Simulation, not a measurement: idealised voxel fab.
process module | voxel fin reveal
cross-section cut | 295 nm wide | cells 5 nm
A cross-section is a grid of square cells, given in bands from the top down. A band is one or more rows of cells.
Each band's line starts with the height of the band's top and of its bottom, in nm. Then come its materials from left to right, each with its width in nm. One material with "throughout" fills the band from edge to edge. "air" is empty space.
Height 0 is the level under which the wafer as received is all one material. The lowest band goes on downwards, as in "0 down".
A width such as "30 to 40" changes by the same amount from each row of cells to the next, from the band's top row to its bottom row.
"no change" after a step means that no cell of the cross-section changed.
closed voids: empty space of 8 cells or more with no open way to the top, each as width x height at its distance from the left edge, in nm
after a step's settings: what the simulator itself notes on the step
overlay nm, on a step with a mask: how far to the right of its planned place the mask lay; to the left if negative
plan
1 op RECEIVE | material Si
2 op CONFORMAL_DEP | material SiN | thk nm 10
3 op PATTERN | tone cover | mask id FINS | material resist | width nm 15 | pitch nm 40 | thk nm 20 | overlay nm 0
4 op DIRECTIONAL_ETCH | etch materials SiN | depth nm 10
5 op DIRECTIONAL_ETCH | etch materials Si | depth nm 30
6 op STRIP | etch materials resist
7 op FILL_DEP | material SiO2 | thk nm 5
8 op CMP | height nm 10
9 op SELECTIVE_ETCH | etch materials SiO2 | depth nm 25
10 op STRIP | etch materials SiN
11 op CONFORMAL_DEP | material SiO2 | thk nm 5
varied across the wafers: width nm of step 3. The plan shows the first wafer's value. All wafers start alike
first wafer as received, after step 1
  0 down: Si throughout
  closed voids: none
each wafer at the end: cells of each material gained (+) or lost (-) since it was received, then its closed voids
width nm 15 | -300 Si | +227 SiO2 | closed voids: none
width nm 20 | -282 Si | +218 SiO2 | closed voids: none
width nm 25 | -264 Si | +209 SiO2 | closed voids: none
